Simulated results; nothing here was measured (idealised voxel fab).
process module | voxel capacitor over wiring
cross-section cut | 140 nm wide | cells 5 nm
A cross-section is a grid of square cells, given in bands from the top down. A band is one or more rows of cells.
Each band's line starts with the height of the band's top and of its bottom, in nm. Then come its materials from left to right, each with its width in nm. One material with "throughout" fills the band from edge to edge. "air" is empty space.
Height 0 is the level under which the wafer as received is all one material. The lowest band goes on downwards, as in "0 down".
A width such as "30 to 40" changes by the same amount from each row of cells to the next, from the band's top row to its bottom row.
"no change" after a step means that no cell of the cross-section changed.
closed voids: empty space of 8 cells or more with no open way to the top, each as width x height at its distance from the left edge, in nm
after a step's settings: what the simulator itself notes on the step
overlay nm, on a step with a mask: how far to the right of its planned place the mask lay; to the left if negative
plan
1 op RECEIVE | material Si
2 op CONFORMAL_DEP | material SiO2 | thk nm 10
3 op CONFORMAL_DEP | material SiN | thk nm 5
4 op DIRECTIONAL_DEP | material SiO2 | thk nm 15
5 op DIRECTIONAL_DEP | material aC | thk nm 10
6 op PATTERN | tone open | mask id METAL_1 | material resist | width nm 25 | pitch nm 80 | thk nm 25 | overlay nm 0
7 op DIRECTIONAL_ETCH | etch materials aC | depth nm 10
8 op STRIP | etch materials resist
9 op DIRECTIONAL_ETCH | etch materials SiO2 | depth nm 15
10 op DIRECTIONAL_ETCH | etch materials SiN | depth nm 5
11 op STRIP | etch materials aC
12 op CONFORMAL_DEP | material TiN | thk nm 5
13 op FILL_DEP | material W | thk nm 10
14 op CMP | height nm 30
15 op EPI | material Ru | thk nm 5
16 op FILL_DEP | material SiCN | thk nm 5
17 op DIRECTIONAL_DEP | material SiO2 | thk nm 20
18 op DIRECTIONAL_DEP | material aC | thk nm 15
19 op PATTERN | tone open | mask id PLUG_1 | material resist | width nm 15 | thk nm 30 | overlay nm 0
20 op DIRECTIONAL_ETCH | etch materials aC | depth nm 15
21 op STRIP | etch materials resist
22 op DIRECTIONAL_ETCH | etch materials SiO2 | depth nm 20
23 op DIRECTIONAL_ETCH | etch materials SiCN | depth nm 5
24 op STRIP | etch materials aC
25 op EPI | material Ru | thk nm 10
26 op EPI | material Ru | thk nm 10
27 op EPI | material Ru | thk nm 5
28 op DIRECTIONAL_DEP | material TiN | thk nm 10
29 op DIRECTIONAL_DEP | material SiN | thk nm 5
30 op DIRECTIONAL_DEP | material TiN | thk nm 10
31 op DIRECTIONAL_DEP | material aC | thk nm 15
32 op PATTERN | tone cover | mask id UPPER_PLATE | material resist | width nm 60 | thk nm 35 | overlay nm -10
33 op DIRECTIONAL_ETCH | etch materials aC | depth nm 15
34 op STRIP | etch materials resist
35 op DIRECTIONAL_ETCH | etch materials TiN | depth nm 10
36 op DIRECTIONAL_ETCH | etch materials SiN | depth nm 5
37 op STRIP | etch materials aC
38 op DIRECTIONAL_DEP | material aC | thk nm 15
39 op PATTERN | tone cover | mask id LOWER_PLATE | material resist | width nm 70 | thk nm 30 | overlay nm 0
40 op DIRECTIONAL_ETCH | etch materials aC | depth nm 15
41 op STRIP | etch materials resist
42 op DIRECTIONAL_ETCH | etch materials TiN | depth nm 10
43 op STRIP | etch materials aC
44 op FILL_DEP | material SiO2 | thk nm 15
45 op CMP | height nm 95
46 op DIRECTIONAL_DEP | material aC | thk nm 15
47 op PATTERN | tone open | mask id PLUG_2 | material resist | width nm 15 | thk nm 35 | overlay nm 0
48 op DIRECTIONAL_ETCH | etch materials aC | depth nm 15
49 op STRIP | etch materials resist
50 op DIRECTIONAL_ETCH | etch materials SiO2 | depth nm 10
51 op STRIP | etch materials aC
52 op CONFORMAL_DEP | material TiN | thk nm 5
53 op FILL_DEP | material Cu | thk nm 5
54 op CMP | height nm 95
55 op CONFORMAL_DEP | material SiCN | thk nm 5
varied across the wafers: overlay nm of step 32. The plan shows the first wafer's value. All wafers start alike
first wafer as received, after step 1
  0 down: Si throughout
  closed voids: none
first wafer at the end, after step 55
  100 to 95: SiCN throughout
  95 to 90: SiO2 35 | TiN 5 | Cu 5 | TiN 5 | SiO2 90
  90 to 85: SiO2 35 | TiN 15 | SiO2 90
  85 to 75: SiO2 20 | TiN 55 | SiO2 65
  75 to 70: SiO2 15 | SiN 60 | SiO2 65
  70 to 60: SiO2 15 | TiN 75 | SiO2 50
  60 to 40: SiO2 25 | Ru 15 | SiO2 100
  40 to 35: SiCN 25 | Ru 15 | SiCN 100
  35 to 30: SiCN 10 | Ru 35 | SiCN 45 | Ru 35 | SiCN 15
  30 to 15: SiO2 15 | TiN 5 | W 15 | TiN 5 | SiO2 55 | TiN 5 | W 15 | TiN 5 | SiO2 20
  15 to 10: SiN 15 | TiN 25 | SiN 55 | TiN 25 | SiN 20
  10 to 0: SiO2 throughout
  0 down: Si throughout
  closed voids: none
last wafer at the end
  100 to 95: SiCN throughout
  95 to 90: SiO2 35 | TiN 5 | Cu 5 | TiN 5 | SiO2 90
  90 to 85: SiO2 35 | TiN 15 | SiO2 90
  85 to 75: SiO2 40 | TiN 50 | SiO2 50
  75 to 70: SiO2 40 | SiN 60 | SiO2 40
  70 to 60: SiO2 20 | TiN 80 | SiO2 40
  60 to 40: SiO2 25 | Ru 15 | SiO2 100
  40 to 35: SiCN 25 | Ru 15 | SiCN 100
  35 to 30: SiCN 10 | Ru 35 | SiCN 45 | Ru 35 | SiCN 15
  30 to 15: SiO2 15 | TiN 5 | W 15 | TiN 5 | SiO2 55 | TiN 5 | W 15 | TiN 5 | SiO2 20
  15 to 10: SiN 15 | TiN 25 | SiN 55 | TiN 25 | SiN 20
  10 to 0: SiO2 throughout
  0 down: Si throughout
  closed voids: none
each wafer at the end: cells of each material gained (+) or lost (-) since it was received, then its closed voids
overlay nm -10 | +1 Cu | +29 Ru | +67 SiCN | +30 SiN | +336 SiO2 | +79 TiN | +18 W | closed voids: none
overlay nm -5 | +1 Cu | +29 Ru | +67 SiCN | +30 SiN | +336 SiO2 | +79 TiN | +18 W | closed voids: none
overlay nm 0 | +1 Cu | +29 Ru | +67 SiCN | +30 SiN | +336 SiO2 | +79 TiN | +18 W | closed voids: none
overlay nm 5 | +1 Cu | +29 Ru | +67 SiCN | +30 SiN | +336 SiO2 | +79 TiN | +18 W | closed voids: none
overlay nm 10 | +1 Cu | +29 Ru | +67 SiCN | +30 SiN | +336 SiO2 | +79 TiN | +18 W | closed voids: none
overlay nm 15 | +1 Cu | +29 Ru | +67 SiCN | +30 SiN | +336 SiO2 | +79 TiN | +18 W | closed voids: none
